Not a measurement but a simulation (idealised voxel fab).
process module | voxel wiring stack
cross-section cut | 240 nm wide | cells 5 nm
A cross-section is a grid of square cells, given in bands from the top down. A band is one or more rows of cells.
Each band's line starts with the height of the band's top and of its bottom, in nm. Then come its materials from left to right, each with its width in nm. One material with "throughout" fills the band from edge to edge. "air" is empty space.
Height 0 is the level under which the wafer as received is all one material. The lowest band goes on downwards, as in "0 down".
A width such as "30 to 40" changes by the same amount from each row of cells to the next, from the band's top row to its bottom row.
"no change" after a step means that no cell of the cross-section changed.
closed voids: empty space of 8 cells or more with no open way to the top, each as width x height at its distance from the left edge, in nm
after a step's settings: what the simulator itself notes on the step
overlay nm, on a step with a mask: how far to the right of its planned place the mask lay; to the left if negative
plan
1 op RECEIVE | material Si
2 op CONFORMAL_DEP | material SiO2 | thk nm 15
3 op DIRECTIONAL_DEP | material TiN | thk nm 5
4 op DIRECTIONAL_DEP | material W | thk nm 20
5 op DIRECTIONAL_DEP | material aC | thk nm 15
6 op PATTERN | tone cover | mask id METAL_1 | material resist | width nm 20 | pitch nm 40 | thk nm 35 | overlay nm 0
7 op DIRECTIONAL_ETCH | etch materials aC | depth nm 15
8 op STRIP | etch materials resist
9 op DIRECTIONAL_ETCH | etch materials W | depth nm 20
10 op DIRECTIONAL_ETCH | etch materials TiN | depth nm 5
11 op STRIP | etch materials aC
12 op CONFORMAL_DEP | material SiCN | thk nm 5
13 op FILL_DEP | material lowk | thk nm 5
14 op CMP | height nm 40
15 op CONFORMAL_DEP | material SiCN | thk nm 5
16 op DIRECTIONAL_DEP | material lowk | thk nm 20
17 op DIRECTIONAL_DEP | material aC | thk nm 15
18 op PATTERN | tone open | mask id PLUG_1 | material resist | width nm 15 | pitch nm 40 | thk nm 30 | overlay nm 0
19 op DIRECTIONAL_ETCH | etch materials aC | depth nm 15
20 op STRIP | etch materials resist
21 op DIRECTIONAL_ETCH | etch materials lowk | depth nm 20
22 op DIRECTIONAL_ETCH | etch materials SiCN | depth nm 5
23 op STRIP | etch materials aC
24 op EPI | material Ru | thk nm 10
25 op EPI | material Ru | thk nm 10
26 op EPI | material Ru | thk nm 5
27 op DIRECTIONAL_DEP | material TiN | thk nm 5
28 op DIRECTIONAL_DEP | material Ru | thk nm 15
29 op DIRECTIONAL_DEP | material aC | thk nm 10
30 op PATTERN | tone cover | mask id METAL_2 | material resist | width nm 20 | pitch nm 40 | thk nm 30 | overlay nm 0
31 op DIRECTIONAL_ETCH | etch materials aC | depth nm 10
32 op STRIP | etch materials resist
33 op DIRECTIONAL_ETCH | etch materials Ru | depth nm 15
34 op DIRECTIONAL_ETCH | etch materials TiN | depth nm 5
35 op STRIP | etch materials aC
36 op FILL_DEP | material SiO2 | thk nm 10
37 op CMP | height nm 85
38 op CONFORMAL_DEP | material SiN | thk nm 5
as received, after step 1
  0 down: Si throughout
  closed voids: none
first wafer at the end, as planned
  90 to 85: SiN throughout
  85 to 70: SiO2 50 | Ru 20 | SiO2 20 | Ru 20 | SiO2 20 | Ru 20 | SiO2 20 | Ru 20 | SiO2 50
  70 to 65: SiO2 50 | TiN 20 | SiO2 20 | TiN 20 | SiO2 20 | TiN 20 | SiO2 20 | TiN 20 | SiO2 50
  65 to 45: lowk 50 | Ru 15 | lowk 25 | Ru 15 | lowk 25 | Ru 15 | lowk 25 | Ru 15 | lowk 55
  45 to 40: SiCN 50 | Ru 15 | SiCN 25 | Ru 15 | SiCN 25 | Ru 15 | SiCN 25 | Ru 15 | SiCN 55
  40 to 20: lowk 45 | SiCN 5 | W 20 | SiCN 5 | lowk 10 | SiCN 5 | W 20 | SiCN 5 | lowk 10 | SiCN 5 | W 20 | SiCN 5 | lowk 10 | SiCN 5 | W 20 | SiCN 5 | lowk 45
  20 to 15: SiCN 50 | TiN 20 | SiCN 20 | TiN 20 | SiCN 20 | TiN 20 | SiCN 20 | TiN 20 | SiCN 50
  15 to 0: SiO2 throughout
  0 down: Si throughout
  closed voids: none
second wafer at the end: like start, like plan, one mistake
  90 to 85: SiN throughout
  85 to 70: SiO2 50 | Ru 20 | SiO2 20 | Ru 20 | SiO2 20 | Ru 20 | SiO2 20 | Ru 20 | SiO2 50
  70 to 65: SiO2 50 | TiN 20 | SiO2 20 | TiN 20 | SiO2 20 | TiN 20 | SiO2 20 | TiN 20 | SiO2 50
  65 to 45: lowk 50 | Ru 15 | lowk 25 | Ru 15 | lowk 25 | Ru 15 | lowk 25 | Ru 15 | lowk 55
  45 to 40: SiCN 50 | Ru 15 | SiCN 25 | Ru 15 | SiCN 25 | Ru 15 | SiCN 25 | Ru 15 | SiCN 55
  40 to 35: SiCN 50 | TiN 20 | SiCN 20 | TiN 20 | SiCN 20 | TiN 20 | SiCN 20 | TiN 20 | SiCN 50
  35 to 15: W throughout
  15 to 0: SiO2 throughout
  0 down: Si throughout
  closed voids: none
what went wrong: steps 3 and 4 were swapped
at the end the second wafer has, in cells: 32 fewer of SiCN | 128 more of W | 96 fewer of lowk
